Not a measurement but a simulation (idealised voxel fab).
Name of the process module below: voxel self aligned vias
Square cells of 5 nm make up the cross-section cut, whose width is 265 nm.
We lay out every cross-section as a grid of square cells and spell it out in bands from the top down, where one band means one or more rows of cells. Within each band entry, the heights of the top and of the bottom of the band appear first, in that order and in nm; the materials of the band then follow from left to right, each with its corresponding width in nm. The designation "all across" on a single material indicates that it fills the band from edge to edge; the designation "empty" indicates empty space. Below 0: as-received wafer, all one material; heights counted from there. Lowest band: no bottom, goes on down, written "top 0, no bottom". A width such as "30 to 40" changes by the same amount from each row of cells to the next, from the band's top row to its bottom row. The cross-section has no changed cell in any step marked "no alterations made". If an empty space has no open way to the top and is at least 8 cells in size, "Unvented cavities" lists it, written width x height at distance, where distance is measured from the left edge and every value is in nm. If you see something after the settings on a step's line, that's the simulator's own remark about that step. A step line may carry the setting "overlay nm", which, for steps involving a mask, states the distance by which the mask lay to the right of its intended position; negative values denote displacement to the left.
Intended process steps:
1. RECEIVE with material Si
2. CONFORMAL_DEP with material SiO2, thk nm 15
3. CONFORMAL_DEP with material SiCN, thk nm 5
4. DIRECTIONAL_DEP with material lowk, thk nm 30
5. MASKED_ETCH with tone open, mask id LINES, width nm 25, pitch nm 75, etch materials lowk, depth nm 30, overlay nm 0
6. CONFORMAL_DEP with material TiN, thk nm 5
7. FILL_DEP with material Ru, thk nm 10
8. CMP with height nm 50
9. SELECTIVE_ETCH with etch materials W Ru TiN, depth nm 5
10. FILL_DEP with material SiN, thk nm 10
11. CMP with height nm 50
12. DIRECTIONAL_DEP with material lowk, thk nm 20
13. PATTERN with tone open, mask id VIAS, material resist, width nm 45, thk nm 20, overlay nm 0
14. DIRECTIONAL_ETCH with etch materials lowk, depth nm 20
15. DIRECTIONAL_ETCH with etch materials SiN, depth nm 5
16. STRIP with etch materials resist
17. CONFORMAL_DEP with material TiN, thk nm 5
18. FILL_DEP with material W, thk nm 10
19. CMP with height nm 70
20. CONFORMAL_DEP with material SiN, thk nm 5
Of two wafers, the first: run according to plan:
Cross-sectional view of the wafer in its as-received condition, corresponding to the state after step 1:
  top 0, no bottom | Si all across
  Unvented cavities: none
The following cross-section depicts the wafer upon completion of step 2:
  top 15, bottom 0 | SiO2 all across
  For the remainder of the cross-section, below 0, there is no change.
The following cross-section depicts the wafer upon completion of step 3:
  top 20, bottom 15 | SiCN all across
  For the remainder of the cross-section, below 15, there is no change.
The following cross-section depicts the wafer upon completion of step 4:
  top 50, bottom 20 | lowk all across
  For the remainder of the cross-section, below 20, there is no change.
The following cross-section depicts the wafer upon completion of step 5:
  top 50, bottom 20 | lowk=80, empty=25, lowk=50, empty=25, lowk=85
  For the remainder of the cross-section, below 20, there is no change.
The following cross-section depicts the wafer upon completion of step 6:
  top 55, bottom 50 | TiN=85, empty=15, TiN=60, empty=15, TiN=90
  top 50, bottom 25 | lowk=80, TiN=5, empty=15, TiN=5, lowk=50, TiN=5, empty=15, TiN=5, lowk=85
  top 25, bottom 20 | lowk=80, TiN=25, lowk=50, TiN=25, lowk=85
  For the remainder of the cross-section, below 20, there is no change.
The following cross-section depicts the wafer upon completion of step 7:
  top 65, bottom 55 | Ru all across
  top 55, bottom 50 | TiN=85, Ru=15, TiN=60, Ru=15, TiN=90
  top 50, bottom 25 | lowk=80, TiN=5, Ru=15, TiN=5, lowk=50, TiN=5, Ru=15, TiN=5, lowk=85
  For the remainder of the cross-section, below 25, there is no change.
The following cross-section depicts the wafer upon completion of step 8:
  top 50, bottom 25 | lowk=80, TiN=5, Ru=15, TiN=5, lowk=50, TiN=5, Ru=15, TiN=5, lowk=85
  For the remainder of the cross-section, below 25, there is no change.
The following cross-section depicts the wafer upon completion of step 9:
  top 50, bottom 45 | lowk=80, empty=25, lowk=50, empty=25, lowk=85
  For the remainder of the cross-section, below 45, there is no change.
The following cross-section depicts the wafer upon completion of step 10:
  top 60, bottom 50 | SiN all across
  top 50, bottom 45 | lowk=80, SiN=25, lowk=50, SiN=25, lowk=85
  For the remainder of the cross-section, below 45, there is no change.
The following cross-section depicts the wafer upon completion of step 11:
  top 50, bottom 45 | lowk=80, SiN=25, lowk=50, SiN=25, lowk=85
  For the remainder of the cross-section, below 45, there is no change.
The following cross-section depicts the wafer upon completion of step 12:
  top 70, bottom 50 | lowk all across
  For the remainder of the cross-section, below 50, there is no change.
The following cross-section depicts the wafer upon completion of step 13:
  top 90, bottom 70 | resist=70, empty=45, resist=150
  For the remainder of the cross-section, below 70, there is no change.
The following cross-section depicts the wafer upon completion of step 14:
  top 90, bottom 70 | resist=70, empty=45, resist=150
  top 70, bottom 50 | lowk=70, empty=45, lowk=150
  For the remainder of the cross-section, below 50, there is no change.
The following cross-section depicts the wafer upon completion of step 15:
  top 90, bottom 70 | resist=70, empty=45, resist=150
  top 70, bottom 50 | lowk=70, empty=45, lowk=150
  top 50, bottom 45 | lowk=80, empty=25, lowk=50, SiN=25, lowk=85
  For the remainder of the cross-section, below 45, there is no change.
The following cross-section depicts the wafer upon completion of step 16:
  top 70, bottom 50 | lowk=70, empty=45, lowk=150
  For the remainder of the cross-section, below 50, there is no change.
The following cross-section depicts the wafer upon completion of step 17:
  top 75, bottom 70 | TiN=75, empty=35, TiN=155
  top 70, bottom 55 | lowk=70, TiN=5, empty=35, TiN=5, lowk=150
  top 55, bottom 50 | lowk=70, TiN=15, empty=15, TiN=15, lowk=150
  top 50, bottom 45 | lowk=80, TiN=25, lowk=50, SiN=25, lowk=85
  For the remainder of the cross-section, below 45, there is no change.
The following cross-section depicts the wafer upon completion of step 18:
  top 85, bottom 75 | W all across
  top 75, bottom 70 | TiN=75, W=35, TiN=155
  top 70, bottom 55 | lowk=70, TiN=5, W=35, TiN=5, lowk=150
  top 55, bottom 50 | lowk=70, TiN=15, W=15, TiN=15, lowk=150
  For the remainder of the cross-section, below 50, there is no change.
The following cross-section depicts the wafer upon completion of step 19:
  top 70, bottom 55 | lowk=70, TiN=5, W=35, TiN=5, lowk=150
  For the remainder of the cross-section, below 55, there is no change.
The following cross-section depicts the wafer upon completion of step 20:
  top 75, bottom 70 | SiN all across
  For the remainder of the cross-section, below 70, there is no change.
For the second wafer, take the first wafer's start and plan, then add one mistake made in running it; everything through step 8, that step included, is shared with the first:
Here is the second wafer in cross-section at the point where step 9 of the plan should have been done:
  top 50, bottom 35 | lowk=80, empty=25, lowk=50, empty=25, lowk=85
  For the remainder of the cross-section, below 35, there is no change.
Here is the second wafer in cross-section at the point where step 10 of the plan should have been done:
  top 60, bottom 50 | SiN all across
  top 50, bottom 35 | lowk=80, SiN=25, lowk=50, SiN=25, lowk=85
  For the remainder of the cross-section, below 35, there is no change.
Here is the second wafer in cross-section at the point where step 11 of the plan should have been done:
  top 50, bottom 35 | lowk=80, SiN=25, lowk=50, SiN=25, lowk=85
  For the remainder of the cross-section, below 35, there is no change.
Here is the second wafer in cross-section at the point where step 12 of the plan should have been done:
  top 70, bottom 50 | lowk all across
  For the remainder of the cross-section, below 50, there is no change.
Here is the second wafer in cross-section at the point where step 13 of the plan should have been done:
  top 90, bottom 70 | resist=70, empty=45, resist=150
  For the remainder of the cross-section, below 70, there is no change.
Here is the second wafer in cross-section at the point where step 14 of the plan should have been done:
  top 90, bottom 70 | resist=70, empty=45, resist=150
  top 70, bottom 50 | lowk=70, empty=45, lowk=150
  For the remainder of the cross-section, below 50, there is no change.
Here is the second wafer in cross-section at the point where step 15 of the plan should have been done:
  top 90, bottom 70 | resist=70, empty=45, resist=150
  top 70, bottom 50 | lowk=70, empty=45, lowk=150
  top 50, bottom 45 | lowk=80, empty=25, lowk=50, SiN=25, lowk=85
  For the remainder of the cross-section, below 45, there is no change.
Here is the second wafer in cross-section at the point where step 16 of the plan should have been done:
  top 70, bottom 50 | lowk=70, empty=45, lowk=150
  For the remainder of the cross-section, below 50, there is no change.
Here is the second wafer in cross-section at the point where step 17 of the plan should have been done:
  top 75, bottom 70 | TiN=75, empty=35, TiN=155
  top 70, bottom 55 | lowk=70, TiN=5, empty=35, TiN=5, lowk=150
  top 55, bottom 50 | lowk=70, TiN=15, empty=15, TiN=15, lowk=150
  top 50, bottom 45 | lowk=80, TiN=25, lowk=50, SiN=25, lowk=85
  For the remainder of the cross-section, below 45, there is no change.
Here is the second wafer in cross-section at the point where step 18 of the plan should have been done:
  top 85, bottom 75 | W all across
  top 75, bottom 70 | TiN=75, W=35, TiN=155
  top 70, bottom 55 | lowk=70, TiN=5, W=35, TiN=5, lowk=150
  top 55, bottom 50 | lowk=70, TiN=15, W=15, TiN=15, lowk=150
  For the remainder of the cross-section, below 50, there is no change.
Here is the second wafer in cross-section at the point where step 19 of the plan should have been done:
  top 70, bottom 55 | lowk=70, TiN=5, W=35, TiN=5, lowk=150
  For the remainder of the cross-section, below 55, there is no change.
Here is the second wafer in cross-section at the point where step 20 of the plan should have been done:
  top 75, bottom 70 | SiN all across
  For the remainder of the cross-section, below 70, there is no change.
Here's what went sideways: step 9 deviated from plan and actually ran as SELECTIVE_ETCH with etch materials W Ru TiN, depth nm 15
Final difference in cells, second wafer against first, listed per material as more or fewer: Ru -12; SiN +20; TiN -8
